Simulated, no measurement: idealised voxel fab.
This is a process module. Its name is voxel wiring stack.
FYI the section here is cut, 260 nm wide, cells are 5 nm squares.
If you're reading a cross-section in this doc, picture square cells in a grid; it comes to you as bands, top ones listed first down to the bottom, and a band can be one or more rows of cells.
This entry defines a band. It first specifies the height of the band's top and the height of its bottom in nm, and then specifies the band's materials from left to right, stating each material with its width in nm. The word "all across" identifies a single material that fills the band from edge to edge, while the word "air" identifies empty space.
Ref level 0: as-received wafer is one material below here. Bottom band extends down with no lower bound ("0 -> down").
When a width is written as two numbers, as in "30->40", the first number is the width in the top row of cells of the band and the second is the width in its bottom row, and the width changes by the same amount from each row to the next.
The cross-section has no changed cell in any step marked "all unchanged".
"Fully sealed cavities" contains a list of empty spaces, each no smaller than 8 cells and without an open way to the top, written in the form width x height at distance with the distance from the left edge and all three in nm.
Formally, on a step line, whatever follows the settings is a remark that the simulator itself makes on the step.
A step line may carry the setting "overlay nm", which, for steps involving a mask, states the distance by which the mask lay to the right of its intended position; negative values denote displacement to the left.

[Intended process steps]
1. RECEIVE: material Si
2. CONFORMAL_DEP: material SiO2, thk nm 10
3. DIRECTIONAL_DEP: material TiN, thk nm 5
4. DIRECTIONAL_DEP: material Ru, thk nm 25
5. DIRECTIONAL_DEP: material aC, thk nm 10
6. PATTERN: tone cover, mask id METAL_1, material resist, width nm 20, pitch nm 50, thk nm 25, overlay nm 0
7. DIRECTIONAL_ETCH: etch materials aC, depth nm 10
8. STRIP: etch materials resist
9. DIRECTIONAL_ETCH: etch materials Ru, depth nm 25
10. DIRECTIONAL_ETCH: etch materials TiN, depth nm 5
11. STRIP: etch materials aC
12. CONFORMAL_DEP: material SiN, thk nm 5
13. FILL_DEP: material lowk, thk nm 10
14. CMP: height nm 40
15. CONFORMAL_DEP: material SiCN, thk nm 5
16. DIRECTIONAL_DEP: material lowk, thk nm 25
17. MASKED_ETCH: tone open, mask id METAL_2_HOLES, width nm 15, pitch nm 50, etch materials lowk, depth nm 25, overlay nm 0
18. PATTERN: tone open, mask id METAL_2, material resist, width nm 20, pitch nm 50, thk nm 20, overlay nm 0
19. DIRECTIONAL_ETCH: etch materials lowk, depth nm 15
20. DIRECTIONAL_ETCH: etch materials SiCN, depth nm 5
21. STRIP: etch materials resist
22. CONFORMAL_DEP: material TiN, thk nm 5
23. FILL_DEP: material Ru, thk nm 5
24. CMP: height nm 70
25. CONFORMAL_DEP: material SiCN, thk nm 5
26. DIRECTIONAL_DEP: material lowk, thk nm 35
27. PATTERN: tone open, mask id METAL_3, material resist, width nm 20, pitch nm 50, thk nm 20, overlay nm 0
28. DIRECTIONAL_ETCH: etch materials lowk, depth nm 20
29. STRIP: etch materials resist
30. MASKED_ETCH: tone open, mask id METAL_3_HOLES, width nm 15, pitch nm 50, etch materials lowk, depth nm 15, overlay nm 0
31. MASKED_ETCH: tone open, mask id METAL_3_HOLES, width nm 15, pitch nm 50, etch materials SiCN, depth nm 5, overlay nm 0
32. CONFORMAL_DEP: material TiN, thk nm 5
33. FILL_DEP: material Cu, thk nm 5
34. CMP: height nm 110
35. CONFORMAL_DEP: material SiCN, thk nm 5

[Shown in cross-section is the wafer as received, that is, as it stands after step 1]
0 -> down: Si all across
Fully sealed cavities: none

[Cross-section: first of two wafers, module finished, run according to plan]
115 -> 110: SiCN all across
110 -> 95: 45 nm lowk  5 nm TiN  10 nm Cu  5 nm TiN  30 nm lowk  5 nm TiN  10 nm Cu  5 nm TiN  30 nm lowk  5 nm TiN  10 nm Cu  5 nm TiN  30 nm lowk  5 nm TiN  10 nm Cu  5 nm TiN  45 nm lowk
95 -> 90: 45 nm lowk  5 nm TiN  5 nm Cu  10 nm TiN  30 nm lowk  5 nm TiN  5 nm Cu  10 nm TiN  30 nm lowk  5 nm TiN  5 nm Cu  10 nm TiN  30 nm lowk  5 nm TiN  5 nm Cu  10 nm TiN  45 nm lowk
90 -> 75: 45 nm lowk  5 nm TiN  5 nm Cu  5 nm TiN  35 nm lowk  5 nm TiN  5 nm Cu  5 nm TiN  35 nm lowk  5 nm TiN  5 nm Cu  5 nm TiN  35 nm lowk  5 nm TiN  5 nm Cu  5 nm TiN  50 nm lowk
75 -> 70: 45 nm SiCN  15 nm TiN  35 nm SiCN  15 nm TiN  35 nm SiCN  15 nm TiN  35 nm SiCN  15 nm TiN  50 nm SiCN
70 -> 60: 45 nm lowk  5 nm TiN  10 nm Ru  5 nm TiN  30 nm lowk  5 nm TiN  10 nm Ru  5 nm TiN  30 nm lowk  5 nm TiN  10 nm Ru  5 nm TiN  30 nm lowk  5 nm TiN  10 nm Ru  5 nm TiN  45 nm lowk
60 -> 55: 45 nm lowk  5 nm TiN  5 nm Ru  10 nm TiN  30 nm lowk  5 nm TiN  5 nm Ru  10 nm TiN  30 nm lowk  5 nm TiN  5 nm Ru  10 nm TiN  30 nm lowk  5 nm TiN  5 nm Ru  10 nm TiN  45 nm lowk
55 -> 45: 45 nm lowk  5 nm TiN  5 nm Ru  5 nm TiN  35 nm lowk  5 nm TiN  5 nm Ru  5 nm TiN  35 nm lowk  5 nm TiN  5 nm Ru  5 nm TiN  35 nm lowk  5 nm TiN  5 nm Ru  5 nm TiN  50 nm lowk
45 -> 40: 45 nm SiCN  15 nm TiN  35 nm SiCN  15 nm TiN  35 nm SiCN  15 nm TiN  35 nm SiCN  15 nm TiN  50 nm SiCN
40 -> 15: 40 nm lowk  5 nm SiN  20 nm Ru  5 nm SiN  20 nm lowk  5 nm SiN  20 nm Ru  5 nm SiN  20 nm lowk  5 nm SiN  20 nm Ru  5 nm SiN  20 nm lowk  5 nm SiN  20 nm Ru  5 nm SiN  40 nm lowk
15 -> 10: 45 nm SiN  20 nm TiN  30 nm SiN  20 nm TiN  30 nm SiN  20 nm TiN  30 nm SiN  20 nm TiN  45 nm SiN
10 -> 0: SiO2 all across
0 -> down: Si all across
Fully sealed cavities: none

[The second wafer, shown in cross-section after the module: started the same way as the first and given the same plan, yet one mistake crept into how it was run]
115 -> 110: SiCN all across
110 -> 95: 45 nm lowk  5 nm TiN  10 nm Cu  5 nm TiN  30 nm lowk  5 nm TiN  10 nm Cu  5 nm TiN  30 nm lowk  5 nm TiN  10 nm Cu  5 nm TiN  30 nm lowk  5 nm TiN  10 nm Cu  5 nm TiN  45 nm lowk
95 -> 90: 45 nm lowk  5 nm TiN  5 nm Cu  10 nm TiN  30 nm lowk  5 nm TiN  5 nm Cu  10 nm TiN  30 nm lowk  5 nm TiN  5 nm Cu  10 nm TiN  30 nm lowk  5 nm TiN  5 nm Cu  10 nm TiN  45 nm lowk
90 -> 75: 45 nm lowk  5 nm TiN  5 nm Cu  5 nm TiN  35 nm lowk  5 nm TiN  5 nm Cu  5 nm TiN  35 nm lowk  5 nm TiN  5 nm Cu  5 nm TiN  35 nm lowk  5 nm TiN  5 nm Cu  5 nm TiN  50 nm lowk
75 -> 70: 45 nm SiCN  15 nm TiN  35 nm SiCN  15 nm TiN  35 nm SiCN  15 nm TiN  35 nm SiCN  15 nm TiN  50 nm SiCN
70 -> 60: 45 nm lowk  5 nm TiN  5 nm Ru  5 nm TiN  35 nm lowk  5 nm TiN  5 nm Ru  5 nm TiN  35 nm lowk  5 nm TiN  5 nm Ru  5 nm TiN  35 nm lowk  5 nm TiN  5 nm Ru  5 nm TiN  50 nm lowk
60 -> 55: 45 nm SiCN  15 nm TiN  35 nm SiCN  15 nm TiN  35 nm SiCN  15 nm TiN  35 nm SiCN  15 nm TiN  50 nm SiCN
55 -> 45: lowk all across
45 -> 40: 40 nm lowk  30 nm SiN  20 nm lowk  30 nm SiN  20 nm lowk  30 nm SiN  20 nm lowk  30 nm SiN  40 nm lowk
40 -> 15: 40 nm lowk  5 nm SiN  20 nm Ru  5 nm SiN  20 nm lowk  5 nm SiN  20 nm Ru  5 nm SiN  20 nm lowk  5 nm SiN  20 nm Ru  5 nm SiN  20 nm lowk  5 nm SiN  20 nm Ru  5 nm SiN  40 nm lowk
15 -> 10: 45 nm SiN  20 nm TiN  30 nm SiN  20 nm TiN  30 nm SiN  20 nm TiN  30 nm SiN  20 nm TiN  45 nm SiN
10 -> 0: SiO2 all across
0 -> down: Si all across
Fully sealed cavities: none
What was done differently from what was planned? step 14 of the plan was excluded from execution and never run
Final difference in cells, second wafer against first, listed per material as more or fewer: 20 fewer of Ru; 24 more of SiN; 28 fewer of TiN; 24 more of lowk
